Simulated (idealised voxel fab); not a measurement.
Process module name: voxel self aligned vias
We display cut, a cross-section 260 nm in width whose square cells are each 5 nm.
Square cells in a grid make up a cross-section in this document, and the grid is given as bands, listed from the top down, each one or more rows of cells.
Each band's line starts with the height of the band's top and of its bottom, in nm. Then come its materials from left to right, each with its width in nm. One material with "full width" fills the band from edge to edge. "blank" is empty space.
Heights are measured from 0, the level below which the as-received wafer is all one material; the lowest band has no bottom and continues downward, written as in "z 0 and below".
It should be noted that a width expressed as "30 to 40" varies in equal increments from row to row of cells within the band, taking the value of the first number at the top row and that of the second number at the bottom row.
Any step labelled "remained unchanged" changed none of the cells in the cross-section.
Under "Non-vented voids" you'll find the enclosed gaps, the ones with no way out to the top, that are 8 cells or bigger; each reads width x height at distance, with distance counted from the left edge, everything in nm.
Whatever follows a step's settings on its line is a remark the simulator itself makes about that step.
The line of a step may include "overlay nm". On a step with a mask, this value is how far to the right of its planned place the mask lay. A negative value means the mask lay to the left.
Everything after this point is organized in pairs: a cross-section before one process step, a cross-section after it that shows only as deep as the lowest changed band, and, under the pair, the intervening step with its settings. Because different runs of this module on the same starting wafer can supply different pairs, a pair continues from the pair above it only if its entry headed "Before the process" says so.
**Before the process**
z 50 to 40: SiN full width
z 40 to 35: SiO2=45, SiN=30, SiO2=30, SiN=30, SiO2=30, SiN=30, SiO2=65
z 35 to 25: SiO2=45, TiN=5, Ru=20, TiN=5, SiO2=30, TiN=5, Ru=20, TiN=5, SiO2=30, TiN=5, Ru=20, TiN=5, SiO2=65
z 25 to 20: SiO2=45, TiN=30, SiO2=30, TiN=30, SiO2=30, TiN=30, SiO2=65
z 20 to 15: SiCN full width
z 15 to 0: SiO2 full width
z 0 and below: Si full width
Non-vented voids: none
**Sectional Result**
z 40 to 35: SiO2=45, SiN=30, SiO2=30, SiN=30, SiO2=30, SiN=30, SiO2=65
Whatever lies below 35 is exactly as it was before.
Non-vented voids: none
What sits between those two cross-sections? CMP,height nm 40
Before the process: see preceding pair, after cross-section.
**Sectional Result**
z 55 to 40: SiO2 full width
Whatever lies below 40 is exactly as it was before.
Non-vented voids: none
What sits between those two cross-sections? DIRECTIONAL_DEP,material SiO2,thk nm 15
Before the process: see preceding pair, after cross-section.
**Sectional Result**
z 55 to 40: SiO2=50, blank=40, SiO2=80, blank=40, SiO2=50
Whatever lies below 40 is exactly as it was before.
Non-vented voids: none
What sits between those two cross-sections? MASKED_ETCH,tone open,mask id VIAS,width nm 40,pitch nm 120,etch materials SiO2,depth nm 15,overlay nm 0
Before the process: see preceding pair, after cross-section.
**Sectional Result**
z 55 to 40: SiO2=50, blank=40, SiO2=80, blank=40, SiO2=50
z 40 to 35: SiO2=45, SiN=5, blank=25, SiO2=30, SiN=30, SiO2=30, SiN=5, blank=25, SiO2=65
Whatever lies below 35 is exactly as it was before.
Non-vented voids: none
What sits between those two cross-sections? MASKED_ETCH,tone open,mask id VIAS,width nm 40,pitch nm 120,etch materials SiN,depth nm 5,overlay nm 0
Before the process: see preceding pair, after cross-section.
**Sectional Result**
z 60 to 55: TiN=55, blank=30, TiN=90, blank=30, TiN=55
z 55 to 45: SiO2=50, TiN=5, blank=30, TiN=5, SiO2=80, TiN=5, blank=30, TiN=5, SiO2=50
z 45 to 40: SiO2=50, TiN=5, blank=15, TiN=20, SiO2=80, TiN=5, blank=15, TiN=20, SiO2=50
z 40 to 35: SiO2=45, SiN=5, TiN=25, SiO2=30, SiN=30, SiO2=30, SiN=5, TiN=25, SiO2=65
Whatever lies below 35 is exactly as it was before.
Non-vented voids: none
What sits between those two cross-sections? CONFORMAL_DEP,material TiN,thk nm 5
Before the process: see preceding pair, after cross-section.
**Sectional Result**
z 70 to 60: Ru full width
z 60 to 55: TiN=55, Ru=30, TiN=90, Ru=30, TiN=55
z 55 to 45: SiO2=50, TiN=5, Ru=30, TiN=5, SiO2=80, TiN=5, Ru=30, TiN=5, SiO2=50
z 45 to 40: SiO2=50, TiN=5, Ru=15, TiN=20, SiO2=80, TiN=5, Ru=15, TiN=20, SiO2=50
Whatever lies below 40 is exactly as it was before.
Non-vented voids: none
What sits between those two cross-sections? FILL_DEP,material Ru,thk nm 10
Before the process: see preceding pair, after cross-section.
**Sectional Result**
z 55 to 45: SiO2=50, TiN=5, Ru=30, TiN=5, SiO2=80, TiN=5, Ru=30, TiN=5, SiO2=50
Whatever lies below 45 is exactly as it was before.
Non-vented voids: none
What sits between those two cross-sections? CMP,height nm 55
Before the process: see preceding pair, after cross-section.
**Sectional Result**
z 60 to 55: SiN full width
Whatever lies below 55 is exactly as it was before.
Non-vented voids: none
What sits between those two cross-sections? CONFORMAL_DEP,material SiN,thk nm 5
**Before the process**
z 0 and below: Si full width
Non-vented voids: none
**Sectional Result**
z 15 to 0: SiN full width
Whatever lies below 0 is exactly as it was before.
Non-vented voids: none
What sits between those two cross-sections? CONFORMAL_DEP,material SiN,thk nm 15
Before the process: see preceding pair, after cross-section.
**Sectional Result**
z 20 to 15: SiCN full width
Whatever lies below 15 is exactly as it was before.
Non-vented voids: none
What sits between those two cross-sections? CONFORMAL_DEP,material SiCN,thk nm 5
Before the process: see preceding pair, after cross-section.
**Sectional Result**
z 40 to 20: SiO2 full width
Whatever lies below 20 is exactly as it was before.
Non-vented voids: none
What sits between those two cross-sections? DIRECTIONAL_DEP,material SiO2,thk nm 20
Before the process: see preceding pair, after cross-section.
**Sectional Result**
z 50 to 40: aC full width
Whatever lies below 40 is exactly as it was before.
Non-vented voids: none
What sits between those two cross-sections? DIRECTIONAL_DEP,material aC,thk nm 10
Before the process: see preceding pair, after cross-section.
**Sectional Result**
z 75 to 50: resist=55, blank=30, resist=30, blank=30, resist=30, blank=30, resist=55
Whatever lies below 50 is exactly as it was before.
Non-vented voids: none
What sits between those two cross-sections? PATTERN,tone open,mask id LINES,material resist,width nm 30,pitch nm 60,thk nm 25,overlay nm 0
Before the process: see preceding pair, after cross-section.
**Sectional Result**
z 65 to 50: resist=55, blank=30, resist=30, blank=30, resist=30, blank=30, resist=55
z 50 to 40: aC=55, blank=30, aC=30, blank=30, aC=30, blank=30, aC=55
Whatever lies below 40 is exactly as it was before.
Non-vented voids: none
What sits between those two cross-sections? DIRECTIONAL_ETCH,etch materials aC,depth nm 10
Before the process: see preceding pair, after cross-section.
**Sectional Result**
z 50 to 40: aC=55, blank=30, aC=30, blank=30, aC=30, blank=30, aC=55
Whatever lies below 40 is exactly as it was before.
Non-vented voids: none
What sits between those two cross-sections? STRIP,etch materials resist
Before the process: see preceding pair, after cross-section.
**Sectional Result**
z 50 to 40: aC=55, blank=30, aC=30, blank=30, aC=30, blank=30, aC=55
z 40 to 20: SiO2=55, blank=30, SiO2=30, blank=30, SiO2=30, blank=30, SiO2=55
Whatever lies below 20 is exactly as it was before.
Non-vented voids: none
What sits between those two cross-sections? DIRECTIONAL_ETCH,etch materials SiO2,depth nm 20
Before the process: see preceding pair, after cross-section.
**Sectional Result**
z 40 to 20: SiO2=55, blank=30, SiO2=30, blank=30, SiO2=30, blank=30, SiO2=55
Whatever lies below 20 is exactly as it was before.
Non-vented voids: none
What sits between those two cross-sections? STRIP,etch materials aC
Before the process: see preceding pair, after cross-section.
**Sectional Result**
z 45 to 40: TiN=60, blank=20, TiN=40, blank=20, TiN=40, blank=20, TiN=60
z 40 to 25: SiO2=55, TiN=5, blank=20, TiN=5, SiO2=30, TiN=5, blank=20, TiN=5, SiO2=30, TiN=5, blank=20, TiN=5, SiO2=55
z 25 to 20: SiO2=55, TiN=30, SiO2=30, TiN=30, SiO2=30, TiN=30, SiO2=55
Whatever lies below 20 is exactly as it was before.
Non-vented voids: none
What sits between those two cross-sections? CONFORMAL_DEP,material TiN,thk nm 5
Before the process: see preceding pair, after cross-section.
**Sectional Result**
z 50 to 45: Ru full width
z 45 to 40: TiN=60, Ru=20, TiN=40, Ru=20, TiN=40, Ru=20, TiN=60
z 40 to 25: SiO2=55, TiN=5, Ru=20, TiN=5, SiO2=30, TiN=5, Ru=20, TiN=5, SiO2=30, TiN=5, Ru=20, TiN=5, SiO2=55
Whatever lies below 25 is exactly as it was before.
Non-vented voids: none
What sits between those two cross-sections? FILL_DEP,material Ru,thk nm 5
Before the process: see preceding pair, after cross-section.
**Sectional Result**
z 40 to 25: SiO2=55, TiN=5, Ru=20, TiN=5, SiO2=30, TiN=5, Ru=20, TiN=5, SiO2=30, TiN=5, Ru=20, TiN=5, SiO2=55
Whatever lies below 25 is exactly as it was before.
Non-vented voids: none
What sits between those two cross-sections? CMP,height nm 40
Before the process: see preceding pair, after cross-section.
**Sectional Result**
z 40 to 35: SiO2=55, blank=30, SiO2=30, blank=30, SiO2=30, blank=30, SiO2=55
Whatever lies below 35 is exactly as it was before.
Non-vented voids: none
What sits between those two cross-sections? SELECTIVE_ETCH,etch materials W Ru TiN,depth nm 5
Before the process: see preceding pair, after cross-section.
**Sectional Result**
z 50 to 40: SiN full width
z 40 to 35: SiO2=55, SiN=30, SiO2=30, SiN=30, SiO2=30, SiN=30, SiO2=55
Whatever lies below 35 is exactly as it was before.
Non-vented voids: none
What sits between those two cross-sections? FILL_DEP,material SiN,thk nm 10
Before the process: see preceding pair, after cross-section.
**Sectional Result**
z 40 to 35: SiO2=55, SiN=30, SiO2=30, SiN=30, SiO2=30, SiN=30, SiO2=55
Whatever lies below 35 is exactly as it was before.
Non-vented voids: none
What sits between those two cross-sections? CMP,height nm 40
Before the process: see preceding pair, after cross-section.
**Sectional Result**
z 55 to 40: SiO2 full width
Whatever lies below 40 is exactly as it was before.
Non-vented voids: none
What sits between those two cross-sections? DIRECTIONAL_DEP,material SiO2,thk nm 15
Before the process: see preceding pair, after cross-section.
**Sectional Result**
z 55 to 40: SiO2=50, blank=40, SiO2=80, blank=40, SiO2=50
Whatever lies below 40 is exactly as it was before.
Non-vented voids: none
What sits between those two cross-sections? MASKED_ETCH,tone open,mask id VIAS,width nm 40,pitch nm 120,etch materials SiO2,depth nm 15,overlay nm 0
Before the process: see preceding pair, after cross-section.
**Sectional Result**
z 55 to 40: SiO2=50, blank=40, SiO2=80, blank=40, SiO2=50
z 40 to 35: SiO2=55, blank=30, SiO2=30, SiN=30, SiO2=30, blank=30, SiO2=55
Whatever lies below 35 is exactly as it was before.
Non-vented voids: none
What sits between those two cross-sections? MASKED_ETCH,tone open,mask id VIAS,width nm 40,pitch nm 120,etch materials SiN,depth nm 5,overlay nm 0
Before the process: see preceding pair, after cross-section.
**Sectional Result**
z 60 to 55: TiN=55, blank=30, TiN=90, blank=30, TiN=55
z 55 to 45: SiO2=50, TiN=5, blank=30, TiN=5, SiO2=80, TiN=5, blank=30, TiN=5, SiO2=50
z 45 to 40: SiO2=50, TiN=10, blank=20, TiN=10, SiO2=80, TiN=10, blank=20, TiN=10, SiO2=50
z 40 to 35: SiO2=55, TiN=30, SiO2=30, SiN=30, SiO2=30, TiN=30, SiO2=55
Whatever lies below 35 is exactly as it was before.
Non-vented voids: none
What sits between those two cross-sections? CONFORMAL_DEP,material TiN,thk nm 5
Before the process: see preceding pair, after cross-section.
**Sectional Result**
z 70 to 60: Ru full width
z 60 to 55: TiN=55, Ru=30, TiN=90, Ru=30, TiN=55
z 55 to 45: SiO2=50, TiN=5, Ru=30, TiN=5, SiO2=80, TiN=5, Ru=30, TiN=5, SiO2=50
z 45 to 40: SiO2=50, TiN=10, Ru=20, TiN=10, SiO2=80, TiN=10, Ru=20, TiN=10, SiO2=50
Whatever lies below 40 is exactly as it was before.
Non-vented voids: none
What sits between those two cross-sections? FILL_DEP,material Ru,thk nm 10
Before the process: see preceding pair, after cross-section.
**Sectional Result**
z 55 to 45: SiO2=50, TiN=5, Ru=30, TiN=5, SiO2=80, TiN=5, Ru=30, TiN=5, SiO2=50
Whatever lies below 45 is exactly as it was before.
Non-vented voids: none
What sits between those two cross-sections? CMP,height nm 55
Before the process: see preceding pair, after cross-section.
**Sectional Result**
z 60 to 55: SiN full width
Whatever lies below 55 is exactly as it was before.
Non-vented voids: none
What sits between those two cross-sections? CONFORMAL_DEP,material SiN,thk nm 5
**Before the process**
z 55 to 40: SiO2 full width
z 40 to 35: SiO2=55, SiN=30, SiO2=30, SiN=30, SiO2=30, SiN=30, SiO2=55
z 35 to 25: SiO2=55, TiN=5, Ru=20, TiN=5, SiO2=30, TiN=5, Ru=20, TiN=5, SiO2=30, TiN=5, Ru=20, TiN=5, SiO2=55
z 25 to 20: SiO2=55, TiN=30, SiO2=30, TiN=30, SiO2=30, TiN=30, SiO2=55
z 20 to 15: SiCN full width
z 15 to 0: SiO2 full width
z 0 and below: Si full width
Non-vented voids: none
**Sectional Result**
z 55 to 40: blank=50, SiO2=40, blank=80, SiO2=40, blank=50
Whatever lies below 40 is exactly as it was before.
Non-vented voids: none
What sits between those two cross-sections? MASKED_ETCH,tone cover,mask id VIAS,width nm 40,pitch nm 120,etch materials SiO2,depth nm 15,overlay nm 0
Before the process: see preceding pair, after cross-section.
**Sectional Result**
z 60 to 55: blank=45, TiN=50, blank=70, TiN=50, blank=45
z 55 to 45: blank=45, TiN=5, SiO2=40, TiN=5, blank=70, TiN=5, SiO2=40, TiN=5, blank=45
z 45 to 40: TiN=50, SiO2=40, TiN=80, SiO2=40, TiN=50
Whatever lies below 40 is exactly as it was before.
Non-vented voids: none
What sits between those two cross-sections? CONFORMAL_DEP,material TiN,thk nm 5
Before the process: see preceding pair, after cross-section.
**Sectional Result**
z 70 to 60: Ru full width
z 60 to 55: Ru=45, TiN=50, Ru=70, TiN=50, Ru=45
z 55 to 45: Ru=45, TiN=5, SiO2=40, TiN=5, Ru=70, TiN=5, SiO2=40, TiN=5, Ru=45
Whatever lies below 45 is exactly as it was before.
Non-vented voids: none
What sits between those two cross-sections? FILL_DEP,material Ru,thk nm 10
Before the process: see preceding pair, after cross-section.
**Sectional Result**
z 55 to 45: Ru=45, TiN=5, SiO2=40, TiN=5, Ru=70, TiN=5, SiO2=40, TiN=5, Ru=45
Whatever lies below 45 is exactly as it was before.
Non-vented voids: none
What sits between those two cross-sections? CMP,height nm 55
Before the process: see preceding pair, after cross-section.
**Sectional Result**
z 60 to 55: SiN full width
Whatever lies below 55 is exactly as it was before.
Non-vented voids: none
What sits between those two cross-sections? CONFORMAL_DEP,material SiN,thk nm 5
